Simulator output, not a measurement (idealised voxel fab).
Documented hereafter: the process module known as voxel fin reveal.
Section cut is 270 nm wide and gridded with 5 nm square cells.
Cross-sections here: square-cell grids, written as top-down lists of bands, a band being one or more rows of cells. Heads up on the band format: heights come first, top then bottom, in nm. After that it's the materials left to right, each with its width in nm. A single material flagged "everywhere" fills the whole band edge to edge, and "blank" means there's empty space there. Heights are measured from 0, the level below which the as-received wafer is all one material; the lowest band has no bottom and continues downward, written as in "0 down". Width: "30->40" (first number = top row, second number = bottom row, same change from row to row of cells). "stayed the same" for a step: no cell of the cross-section changed in that step. Heads up: "Enclosed void list" only lists the empty pockets with no open path to the top that are 8 cells or more, and it writes them as width x height at distance, distance from the left edge, in nm. Anything after a step's settings on that line? It's the simulator's own note about the step. overlay nm: mask offset rightward from planned place, masked step; negative means leftward offset.

This section lists the process steps that were planned:
step 1: RECEIVE with material Si
step 2: CONFORMAL_DEP with material SiN, thk nm 10
step 3: MASKED_ETCH with tone cover, mask id FINS, width nm 15, pitch nm 40, etch materials SiN, depth nm 10, overlay nm 0
step 4: MASKED_ETCH with tone cover, mask id FINS, width nm 15, pitch nm 40, etch materials Si, depth nm 30, overlay nm 0
step 5: OXIDIZE with depth nm 5
step 6: FILL_DEP with material SiO2, thk nm 5
step 7: CMP with height nm 10
step 8: SELECTIVE_ETCH with etch materials SiO2, depth nm 30
step 9: STRIP with etch materials SiN
step 10: CONFORMAL_DEP with material HfO2, thk nm 5

First of two wafers: run as planned:

Wafer at receipt (post step 1), cross-section:
* 0 down = Si everywhere
* Enclosed void list: none

The following cross-section depicts the wafer upon completion of step 2:
* 10 to 0 = SiN everywhere
* Unchanged below 0.

The following cross-section depicts the wafer upon completion of step 3:
* 10 to 0 = 105 blank; 15 SiN; 25 blank; 15 SiN; 110 blank
* Unchanged below 0.

The following cross-section depicts the wafer upon completion of step 4:
* 10 to 0 = 105 blank; 15 SiN; 25 blank; 15 SiN; 110 blank
* 0 to -30 = 105 blank; 15 Si; 25 blank; 15 Si; 110 blank
* Unchanged below -30.

The following cross-section depicts the wafer upon completion of step 5:
* 10 to 0 = 105 blank; 15 SiN; 25 blank; 15 SiN; 110 blank
* 0 to -30 = 105 blank; 5 SiO2; 5 Si; 5 SiO2; 25 blank; 5 SiO2; 5 Si; 5 SiO2; 110 blank
* -30 to -35 = 110 SiO2; 5 Si; 35 SiO2; 5 Si; 115 SiO2
* Unchanged below -35.

The following cross-section depicts the wafer upon completion of step 6:
* 15 to 10 = SiO2 everywhere
* 10 to 0 = 105 SiO2; 15 SiN; 25 SiO2; 15 SiN; 110 SiO2
* 0 to -35 = 110 SiO2; 5 Si; 35 SiO2; 5 Si; 115 SiO2
* Unchanged below -35.

The following cross-section depicts the wafer upon completion of step 7:
* 10 to 0 = 105 SiO2; 15 SiN; 25 SiO2; 15 SiN; 110 SiO2
* Unchanged below 0.

The following cross-section depicts the wafer upon completion of step 8:
* 10 to 0 = 105 blank; 15 SiN; 25 blank; 15 SiN; 110 blank
* 0 to -20 = 110 blank; 5 Si; 35 blank; 5 Si; 115 blank
* Unchanged below -20.

The following cross-section depicts the wafer upon completion of step 9:
* 0 to -20 = 110 blank; 5 Si; 35 blank; 5 Si; 115 blank
* Unchanged below -20.

The following cross-section depicts the wafer upon completion of step 10:
* 5 to 0 = 105 blank; 15 HfO2; 25 blank; 15 HfO2; 110 blank
* 0 to -15 = 105 blank; 5 HfO2; 5 Si; 5 HfO2; 25 blank; 5 HfO2; 5 Si; 5 HfO2; 110 blank
* -15 to -20 = 110 HfO2; 5 Si; 35 HfO2; 5 Si; 115 HfO2
* Unchanged below -20.

Companion wafer, the second of two: same beginning, same intended sequence, one mistake in carrying it out; through step 2 inclusive it tracks the first exactly:

Planned end of step 3: second wafer, cross-section:
* 10 to 0 = 115 blank; 15 SiN; 25 blank; 15 SiN; 100 blank
* Unchanged below 0.

Planned end of step 4: second wafer, cross-section:
* 10 to 0 = 115 blank; 15 SiN; 25 blank; 15 SiN; 100 blank
* 0 to -30 = 105 blank; 25 Si; 15 blank; 25 Si; 100 blank
* Unchanged below -30.

Planned end of step 5: second wafer, cross-section:
* 10 to 0 = 115 blank; 15 SiN; 25 blank; 15 SiN; 100 blank
* 0 to -5 = 105 blank; 15 SiO2; 5 Si; 5 SiO2; 15 blank; 15 SiO2; 5 Si; 5 SiO2; 100 blank
* -5 to -30 = 105 blank; 5 SiO2; 15 Si; 5 SiO2; 15 blank; 5 SiO2; 15 Si; 5 SiO2; 100 blank
* -30 to -35 = 110 SiO2; 15 Si; 25 SiO2; 15 Si; 105 SiO2
* Unchanged below -35.

Planned end of step 6: second wafer, cross-section:
* 15 to 10 = SiO2 everywhere
* 10 to 0 = 115 SiO2; 15 SiN; 25 SiO2; 15 SiN; 100 SiO2
* 0 to -5 = 120 SiO2; 5 Si; 35 SiO2; 5 Si; 105 SiO2
* -5 to -35 = 110 SiO2; 15 Si; 25 SiO2; 15 Si; 105 SiO2
* Unchanged below -35.

Planned end of step 7: second wafer, cross-section:
* 10 to 0 = 115 SiO2; 15 SiN; 25 SiO2; 15 SiN; 100 SiO2
* Unchanged below 0.

Planned end of step 8: second wafer, cross-section:
* 10 to 0 = 115 blank; 15 SiN; 25 blank; 15 SiN; 100 blank
* 0 to -5 = 120 blank; 5 Si; 35 blank; 5 Si; 105 blank
* -5 to -20 = 110 blank; 15 Si; 25 blank; 15 Si; 105 blank
* Unchanged below -20.

Planned end of step 9: second wafer, cross-section:
* 0 to -5 = 120 blank; 5 Si; 35 blank; 5 Si; 105 blank
* Unchanged below -5.

Planned end of step 10: second wafer, cross-section:
* 5 to 0 = 115 blank; 15 HfO2; 25 blank; 15 HfO2; 100 blank
* 0 to -5 = 105 blank; 15 HfO2; 5 Si; 5 HfO2; 15 blank; 15 HfO2; 5 Si; 5 HfO2; 100 blank
* -5 to -15 = 105 blank; 5 HfO2; 15 Si; 5 HfO2; 15 blank; 5 HfO2; 15 Si; 5 HfO2; 100 blank
* -15 to -20 = 110 HfO2; 15 Si; 25 HfO2; 15 Si; 105 HfO2
* Unchanged below -20.
Which mistake was made when the wafer was run? step 3: run off-plan, actual operation and settings MASKED_ETCH with tone cover, mask id FINS, width nm 15, pitch nm 40, etch materials SiN, depth nm 10, overlay nm 10
Per the end-of-run cell counts, the second wafer holds more or fewer of some materials than the first: Si +24; SiO2 -12
